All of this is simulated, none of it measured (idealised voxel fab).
process module | voxel self aligned contacts
The width of the displayed cross-section, cut, is 235 nm; its cells are square, with a size of 5 nm.
A cross-section is written here as square cells arranged in a grid, and it is given in bands from the top down, each band taking up one or more rows of cells. In this notation a band is specified by the heights of its top and bottom, in that order and in nm, after which its materials appear from left to right, each paired with its width in nm. The word "full width" attached to a single material means that material fills the band from edge to edge; the word "blank" stands for empty space. A quick word on heights: they are counted from 0, and under that level the wafer as it came to us is one material throughout. The lowest band is different from the rest in having no bottom; it simply continues downward, written as in "0 and below". You'd read "30->40" like this: the band's top row of cells is as wide as the first number, its bottom row is as wide as the second, and going down, every row changes width by the same amount as the row before did. Where the words "nothing was modified" appear for a step, the cross-section shows no cell changed by that step; every cell remained as before. In "Completely sealed voids" the enclosed voids are listed, meaning empty spaces of 8 cells or larger without any opening to the top. The form is width x height at distance, distance from the left edge, units nm. Note: text after step settings on the step line = simulator remark on that step. overlay nm: mask offset rightward from planned place, masked step; negative means leftward offset.
The following list gives the planned process steps:
1: RECEIVE: material Si
2: OXIDIZE: depth nm 5
3: DIRECTIONAL_DEP: material polySi, thk nm 25
4: DIRECTIONAL_DEP: material SiN, thk nm 15
5: PATTERN: tone cover, mask id GATE, material resist, width nm 30, pitch nm 65, thk nm 15, overlay nm 0
6: DIRECTIONAL_ETCH: etch materials SiN, depth nm 15
7: DIRECTIONAL_ETCH: etch materials polySi, depth nm 25
8: STRIP: etch materials resist
9: CONFORMAL_DEP: material SiN, thk nm 5
10: DIRECTIONAL_ETCH: etch materials SiN, depth nm 5
11: FILL_DEP: material SiO2, thk nm 15
12: CMP: height nm 45
13: DIRECTIONAL_DEP: material aC, thk nm 15
14: PATTERN: tone open, mask id CONTACT, material resist, width nm 45, pitch nm 65, thk nm 30, overlay nm 0
15: DIRECTIONAL_ETCH: etch materials aC, depth nm 15
16: STRIP: etch materials resist
17: DIRECTIONAL_ETCH: etch materials SiO2, depth nm 50
18: STRIP: etch materials aC
19: CONFORMAL_DEP: material TiN, thk nm 5
20: FILL_DEP: material Ru, thk nm 10
21: CMP: height nm 45
22: CONFORMAL_DEP: material SiCN, thk nm 5
The cross-section here shows the wafer as received, i.e. in its state after step 1:
    0 and below  Si full width
    Completely sealed voids: none
Cross-sectional view of the first of the two wafers upon completion of the module, processed in accordance with the plan:
    50 down to 45  SiCN full width
    45 down to 40  SiO2 (60)  TiN (15)  Ru (15)  TiN (15)  SiO2 (20)  TiN (15)  Ru (15)  TiN (15)  SiO2 (65)
    40 down to 25  SiO2 (30)  SiN (40)  TiN (5)  Ru (15)  TiN (5)  SiN (40)  TiN (5)  Ru (15)  TiN (5)  SiN (40)  SiO2 (35)
    25 down to 0  SiO2 (30)  SiN (5)  polySi (30)  SiN (5)  TiN (5)  Ru (15)  TiN (5)  SiN (5)  polySi (30)  SiN (5)  TiN (5)  Ru (15)  TiN (5)  SiN (5)  polySi (30)  SiN (5)  SiO2 (35)
    0 down to -5  SiO2 (70)  TiN (25)  SiO2 (40)  TiN (25)  SiO2 (75)
    -5 and below  Si full width
    Completely sealed voids: none
Second of two wafers, module complete, sectioned: it shares the first wafer's start and plan but was run with one mistake:
    50 down to 45  SiCN full width
    45 down to 40  SiO2 (60)  polySi (15)  Ru (15)  polySi (15)  SiO2 (20)  polySi (15)  Ru (15)  polySi (15)  SiO2 (65)
    40 down to 25  SiO2 (30)  SiN (40)  polySi (5)  Ru (15)  polySi (5)  SiN (40)  polySi (5)  Ru (15)  polySi (5)  SiN (40)  SiO2 (35)
    25 down to 0  SiO2 (30)  SiN (5)  polySi (30)  SiN (5)  polySi (5)  Ru (15)  polySi (5)  SiN (5)  polySi (30)  SiN (5)  polySi (5)  Ru (15)  polySi (5)  SiN (5)  polySi (30)  SiN (5)  SiO2 (35)
    0 down to -5  SiO2 (70)  polySi (25)  SiO2 (40)  polySi (25)  SiO2 (75)
    -5 and below  Si full width
    Completely sealed voids: none
In executing the process, a mistake was made relative to the plan: step 19 ran with different settings than intended, the actual operation and settings being CONFORMAL_DEP: material polySi, thk nm 5
In the final state, the cell counts of the second wafer exceed or fall short of those of the first for the following materials: TiN -54 | polySi +54
